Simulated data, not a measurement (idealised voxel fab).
The process module presented herein is designated voxel released beams.
280 nm wide, 5 nm square cells: that's cross-section cut.
Throughout this document, each cross-section is represented as a grid of square cells and is presented as a sequence of bands enumerated from the top downward, where a band comprises one or more rows of cells.
It is stipulated that each band's entry specify, in nanometres, the height of the top of the band and then that of its bottom, followed by the materials of the band in left-to-right sequence, each together with its width in nanometres. A single material marked by the word "throughout" is understood to fill the band from edge to edge; the word "empty" is understood to denote empty space.
Where do heights start? At 0: under that level the wafer as delivered is made of one material only. And the lowest band has no floor; it just carries on downward, as in "top 0, no bottom".
With a width like "30..40", each row of cells in the band differs from the next by the same amount, the top row carrying the first number and the bottom row the second.
Where a step carries "no alteration", the cross-section came out of it unchanged, cell for cell.
Reported under the label "Completely sealed voids" are the empty spaces having no open way to the top and comprising 8 cells or more; the notation for each is width x height at distance, in which the distance is measured from the left edge and all three values are in nm.
What comes after the settings on a step's line is commentary from the simulator itself on that step.
When a step includes a mask, the "overlay nm" setting on its line states how far to the right of its planned place that mask lay, and negative values state how far to the left.
### Process steps - plan
1) op RECEIVE | material Si
2) op CONFORMAL_DEP | material SiN | thk nm 10
3) op DIRECTIONAL_DEP | material SiO2 | thk nm 15
4) op MASKED_ETCH | tone open | mask id ANCHOR | width nm 40 | etch materials SiO2 | depth nm 15 | overlay nm 0
5) op CONFORMAL_DEP | material W | thk nm 15
6) op DIRECTIONAL_DEP | material aC | thk nm 10
7) op PATTERN | tone cover | mask id BEAM | material resist | width nm 120 | thk nm 25 | overlay nm 0
8) op DIRECTIONAL_ETCH | etch materials aC | depth nm 10
9) op STRIP | etch materials resist
10) op DIRECTIONAL_ETCH | etch materials W | depth nm 15
11) op STRIP | etch materials aC
12) op STRIP | etch materials SiO2
### Wafer cross-section on receipt, i.e. after step 1
    top 0, no bottom  Si throughout
    Completely sealed voids: none
### Look at the cross-section after the module: the wafer started out the way shown above and the plan was the one shown above, yet one mistake was made along the way
    top 40, bottom 25  empty 75; W 120; empty 85
    top 25, bottom 10  empty 85; W 30; empty 165
    top 10, bottom 0  SiN throughout
    top 0, no bottom  Si throughout
    Completely sealed voids: none
So what did we get wrong on this run? step 4 ran with different settings than intended, the actual operation and settings being op MASKED_ETCH | tone open | mask id ANCHOR | width nm 30 | etch materials SiO2 | depth nm 15 | overlay nm 0
